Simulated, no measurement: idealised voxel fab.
Title: Process Module voxel self aligned vias
Shown is cross-section cut, with a width of 270 nm and square cells of size 5 nm.
Cross-section layout: square cells on a grid; listed as bands, top to bottom; a band spans one or more cell rows.
The entry gives the band's vertical extent as a top height and a bottom height in nm, then its horizontal make-up as materials from left to right, each with a width in nm. "air" stands for empty space; a single material marked "throughout" fills the band edge to edge.
The level at which height equals 0 is the one under which the wafer, as it arrives, is entirely one material. No lower edge exists for the bottom band, which continues downward and is notated as in "top 0, no bottom".
You'd read "30..40" like this: the band's top row of cells is as wide as the first number, its bottom row is as wide as the second, and going down, every row changes width by the same amount as the row before did.
Basically "remained the same" means that step didn't change any cell in the cross-section.
The entry "Tabulated closed voids" lists the empty spaces that cover at least 8 cells and have no open path to the top. Each is written as width x height at distance, where the distance is measured from the left edge and all three values are in nm.
If you see something after the settings on a step's line, that's the simulator's own remark about that step.
If you see "overlay nm" on a step's line and that step has a mask, it's telling you how far right of where it was planned the mask ended up; a negative number means it went left instead.
Set out below are the planned steps of the process
1: RECEIVE,material Si
2: CONFORMAL_DEP,material SiO2,thk nm 10
3: CONFORMAL_DEP,material SiCN,thk nm 5
4: DIRECTIONAL_DEP,material SiO2,thk nm 20
5: MASKED_ETCH,tone open,mask id LINES,width nm 30,pitch nm 60,etch materials SiO2,depth nm 20,overlay nm 0
6: CONFORMAL_DEP,material TiN,thk nm 5
7: FILL_DEP,material Ru,thk nm 10
8: CMP,height nm 35
9: SELECTIVE_ETCH,etch materials W Ru TiN,depth nm 10
10: FILL_DEP,material SiN,thk nm 10
11: CMP,height nm 35
12: DIRECTIONAL_DEP,material SiO2,thk nm 15
13: MASKED_ETCH,tone open,mask id VIAS,width nm 40,etch materials SiO2,depth nm 15,overlay nm 0
14: MASKED_ETCH,tone open,mask id VIAS,width nm 40,etch materials SiN,depth nm 10,overlay nm 0
15: CONFORMAL_DEP,material TiN,thk nm 5
16: FILL_DEP,material Ru,thk nm 10
17: CMP,height nm 50
18: CONFORMAL_DEP,material SiN,thk nm 5
Cross-section of the incoming wafer, state after step 1
> top 0, no bottom  Si throughout
> Tabulated closed voids: none
Same starting wafer, same plan as above, one mistake in the execution; this is the cross-section at the end of the module
> top 55, bottom 50  SiN throughout
> top 50, bottom 40  SiO2 (85) | TiN (5) | Ru (30) | TiN (5) | SiO2 (145)
> top 40, bottom 35  SiO2 (85) | TiN (15) | Ru (20) | TiN (5) | SiO2 (145)
> top 35, bottom 30  SiO2 (95) | TiN (5) | Ru (20) | TiN (5) | SiO2 (30) | SiN (30) | SiO2 (85)
> top 30, bottom 25  SiO2 (95) | TiN (30) | SiO2 (30) | SiN (30) | SiO2 (85)
> top 25, bottom 20  SiO2 (95) | TiN (5) | Ru (20) | TiN (5) | SiO2 (30) | TiN (5) | Ru (20) | TiN (5) | SiO2 (85)
> top 20, bottom 15  SiO2 (95) | TiN (30) | SiO2 (30) | TiN (30) | SiO2 (85)
> top 15, bottom 10  SiCN throughout
> top 10, bottom 0  SiO2 throughout
> top 0, no bottom  Si throughout
> Tabulated closed voids: none
Deviation noted in wafer processing: step 5 ran with different settings than intended, the actual operation and settings being MASKED_ETCH,tone open,mask id LINES,width nm 30,pitch nm 60,etch materials SiO2,depth nm 20,overlay nm 5
